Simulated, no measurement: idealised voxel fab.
Title: Process Module voxel quadruple lines
Section cut is 265 nm wide and gridded with 5 nm square cells.
In what follows, cross-sections appear as grids of square cells, described through bands that run from the top down, where every band is one or more rows of cells.
A band entry consists of two parts. The first gives the height of the band's top and the height of its bottom, in nm. The rest lists the band's materials from left to right, each with its width in nm. A single material labelled with the word "everywhere" fills the band from edge to edge, and the word "empty" marks empty space.
It should be noted that heights are counted from 0, beneath which the wafer as supplied is of one material throughout, and that the lowest band possesses no lower boundary but continues downward, as written in "0 and below".
So if you see something like "30 to 40" for the width, read it as the top row of the band sitting at the first number and the bottom row at the second, with every row in between moving by the same amount as the last.
Where the words "remains unaltered" appear for a step, the cross-section shows no cell changed by that step; every cell remained as before.
Entry "Sealed internal voids". Content: empty spaces with no open connection to the top, size 8 cells or greater. Each: width x height at distance. Distance: from left edge. Unit: nm.
Formally, on a step line, whatever follows the settings is a remark that the simulator itself makes on the step.
"overlay nm" on a masked step: distance the mask lay right of its planned place, negative for left.

The planned process steps are enumerated hereunder:
step 1: RECEIVE with material Si
step 2: CONFORMAL_DEP with material Al2O3, thk nm 5
step 3: DIRECTIONAL_DEP with material Ru, thk nm 15
step 4: DIRECTIONAL_DEP with material polySi, thk nm 20
step 5: DIRECTIONAL_DEP with material aC, thk nm 20
step 6: PATTERN with tone cover, mask id MANDREL, material resist, width nm 20, thk nm 25, overlay nm 0
step 7: DIRECTIONAL_ETCH with etch materials aC, depth nm 20
step 8: STRIP with etch materials resist
step 9: CONFORMAL_DEP with material SiO2, thk nm 10
step 10: DIRECTIONAL_ETCH with etch materials SiO2, depth nm 10
step 11: STRIP with etch materials aC
step 12: DIRECTIONAL_ETCH with etch materials polySi, depth nm 20
step 13: STRIP with etch materials SiO2
step 14: CONFORMAL_DEP with material SiN, thk nm 5
step 15: DIRECTIONAL_ETCH with etch materials SiN, depth nm 5
step 16: STRIP with etch materials polySi
step 17: DIRECTIONAL_ETCH with etch materials Ru, depth nm 15
step 18: STRIP with etch materials SiN

Delivered wafer in cross-section: state after step 1:
  0 and below = Si everywhere
  Sealed internal voids: none

First wafer at the end, as planned:
  20 down to 5 = 105 of empty / 5 of Ru / 10 of empty / 5 of Ru / 10 of empty / 5 of Ru / 10 of empty / 5 of Ru / 110 of empty
  5 down to 0 = Al2O3 everywhere
  0 and below = Si everywhere
  Sealed internal voids: none

Wafer two, sectioned after the module: the first wafer's start, the first wafer's plan, and one mistake in how it was run:
  15 down to 0 = 105 of empty / 5 of Ru / 10 of empty / 5 of Ru / 10 of empty / 5 of Ru / 10 of empty / 5 of Ru / 110 of empty
  0 and below = Si everywhere
  Sealed internal voids: none
In executing the process, a mistake was made relative to the plan: step 2 of the plan was excluded from execution and never run
Final wafer comparison in cells, second versus first, more or fewer per material: -53 Al2O3
